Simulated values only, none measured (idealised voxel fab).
Process module under the name voxel self aligned vias
The cross-section shown here is cut; it is 280 nm wide and divided into square cells measuring 5 nm on a side.
Cross-section, as written here: a square-cell grid given band by band from the top down, where a band holds one or more rows of cells.
It is stipulated that each band's entry specify, in nanometres, the height of the top of the band and then that of its bottom, followed by the materials of the band in left-to-right sequence, each together with its width in nanometres. A single material marked by the word "everywhere" is understood to fill the band from edge to edge; the word "empty" is understood to denote empty space.
Zero point of the height axis is 0; under it, received wafer = one material. Lowest band: continues down indefinitely, "0 down".
Width: "30->40" (first number = top row, second number = bottom row, same change from row to row of cells).
No cell of the cross-section changed in a step that is given as "no alteration".
"Closed cavity list" means: voids of 8 cells or more that are shut off from the top with no open way through. Written width x height at distance, distance from the left edge, in nm.
That trailing text on a step's line, after the settings, is the simulator's own remark on the step.
If you see "overlay nm" on a step's line and that step has a mask, it's telling you how far right of where it was planned the mask ended up; a negative number means it went left instead.
**The process steps that were planned are listed below**
1. RECEIVE with material Si
2. CONFORMAL_DEP with material SiO2, thk nm 10
3. CONFORMAL_DEP with material SiCN, thk nm 5
4. DIRECTIONAL_DEP with material lowk, thk nm 25
5. DIRECTIONAL_DEP with material aC, thk nm 15
6. PATTERN with tone open, mask id LINES, material resist, width nm 30, pitch nm 75, thk nm 30, overlay nm 0
7. DIRECTIONAL_ETCH with etch materials aC, depth nm 15
8. STRIP with etch materials resist
9. DIRECTIONAL_ETCH with etch materials lowk, depth nm 25
10. STRIP with etch materials aC
11. CONFORMAL_DEP with material TiN, thk nm 5
12. FILL_DEP with material W, thk nm 5
13. CMP with height nm 40
14. SELECTIVE_ETCH with etch materials W Ru TiN, depth nm 5
15. FILL_DEP with material SiN, thk nm 10
16. CMP with height nm 40
17. DIRECTIONAL_DEP with material lowk, thk nm 15
18. DIRECTIONAL_DEP with material aC, thk nm 15
19. PATTERN with tone open, mask id VIAS, material resist, width nm 50, thk nm 30, overlay nm 0
20. DIRECTIONAL_ETCH with etch materials aC, depth nm 15
21. STRIP with etch materials resist
22. DIRECTIONAL_ETCH with etch materials lowk, depth nm 15
23. DIRECTIONAL_ETCH with etch materials SiN, depth nm 5
24. STRIP with etch materials aC
25. CONFORMAL_DEP with material TiN, thk nm 5
26. FILL_DEP with material Ru, thk nm 5
27. CMP with height nm 55
28. CONFORMAL_DEP with material SiCN, thk nm 5
**as received, after step 1**
0 down  Si everywhere
Closed cavity list: none
**Run as planned - first of the two wafers cross-sectioned at the end of the module**
60 to 55  SiCN everywhere
55 to 45  lowk: 75; TiN: 5; Ru: 40; TiN: 5; lowk: 155
45 to 40  lowk: 75; TiN: 15; Ru: 20; TiN: 15; lowk: 155
40 to 35  lowk: 85; TiN: 30; lowk: 45; SiN: 30; lowk: 90
35 to 20  lowk: 85; TiN: 5; W: 20; TiN: 5; lowk: 45; TiN: 5; W: 20; TiN: 5; lowk: 90
20 to 15  lowk: 85; TiN: 30; lowk: 45; TiN: 30; lowk: 90
15 to 10  SiCN everywhere
10 to 0  SiO2 everywhere
0 down  Si everywhere
Closed cavity list: none
**Second wafer of the two, sectioned at the end of the module. It began like the first and followed the same plan, but one mistake was made while running it**
60 to 55  SiCN everywhere
55 to 50  TiN: 80; Ru: 40; TiN: 160
50 to 40  lowk: 75; TiN: 5; Ru: 40; TiN: 5; lowk: 155
40 to 35  lowk: 75; TiN: 50; lowk: 35; SiN: 30; lowk: 90
35 to 20  lowk: 85; TiN: 5; W: 20; TiN: 5; lowk: 45; TiN: 5; W: 20; TiN: 5; lowk: 90
20 to 15  lowk: 85; TiN: 30; lowk: 45; TiN: 30; lowk: 90
15 to 10  SiCN everywhere
10 to 0  SiO2 everywhere
0 down  Si everywhere
Closed cavity list: none
Finding, execution versus plan: the process deviated at step 17: the operation and settings actually run there were DIRECTIONAL_DEP with material lowk, thk nm 10
Final tally in cells, some materials are higher or lower on the second wafer than on the first: 4 more of Ru; 46 more of TiN; 50 fewer of lowk
